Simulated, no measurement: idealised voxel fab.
Name of the process module below: voxel fin reveal
Square cells of 5 nm make up the cross-section cut, whose width is 195 nm.
In this document a cross-section is written as a grid of square cells. It is given as a series of bands, listed from the top down, and a band is one or more rows of cells. Each band's line starts with the height of the band's top and of its bottom, in nm. Then come its materials from left to right, each with its width in nm. One material with "all across" fills the band from edge to edge. "blank" is empty space. Ref level 0: as-received wafer is one material below here. Bottom band extends down with no lower bound ("from 0 down"). Width spec "30..40" -> top row of cells at first value, bottom row at second value, equal per-row change in between. "changes: none" (step): cross-section cells unchanged, all of them. Each empty space that has no open way to the top and spans at least 8 cells appears under "Enclosed void listing" as width x height at distance, the distance counted from the left edge, all in nm. That trailing text on a step's line, after the settings, is the simulator's own remark on the step. The setting "overlay nm" may be written on the line of a step. When the step uses a mask, the value reports how far to the right of the planned place the mask lay, and a negative value reports that it lay to the left.

### Planned step list for the process
1 RECEIVE with material Si
2 CONFORMAL_DEP with material SiN, thk nm 10
3 DIRECTIONAL_DEP with material aC, thk nm 10
4 PATTERN with tone cover, mask id FINS, material resist, width nm 15, pitch nm 40, thk nm 30, overlay nm 0
5 DIRECTIONAL_ETCH with etch materials aC, depth nm 10
6 STRIP with etch materials resist
7 DIRECTIONAL_ETCH with etch materials SiN, depth nm 10
8 DIRECTIONAL_ETCH with etch materials Si, depth nm 40
9 STRIP with etch materials aC
10 OXIDIZE with depth nm 5
11 FILL_DEP with material SiO2, thk nm 15
12 CMP with height nm 10
13 SELECTIVE_ETCH with etch materials SiO2, depth nm 40
14 STRIP with etch materials SiN
15 CONFORMAL_DEP with material SiO2, thk nm 5

### Cross-section of the wafer upon arrival, representing the state reached after step 1
	from 0 down = Si all across
	Enclosed void listing: none

### Starting structure and process plan are as shown above, but one mistake was made in running the module; the wafer cross-section at the end of the module follows
	from 5 to 0 = SiO2 70, blank 15, SiO2 25, blank 15, SiO2 70
	from 0 to -25 = Si 65, SiO2 5, blank 15, SiO2 5, Si 15, SiO2 5, blank 15, SiO2 5, Si 65
	from -25 to -45 = Si 65, SiO2 25, Si 15, SiO2 25, Si 65
	from -45 down = Si all across
	Enclosed void listing: none
Misprocessing identified: step 4 ran with different settings than intended, the actual operation and settings being PATTERN with tone open, mask id FINS, material resist, width nm 15, pitch nm 40, thk nm 30, overlay nm 0
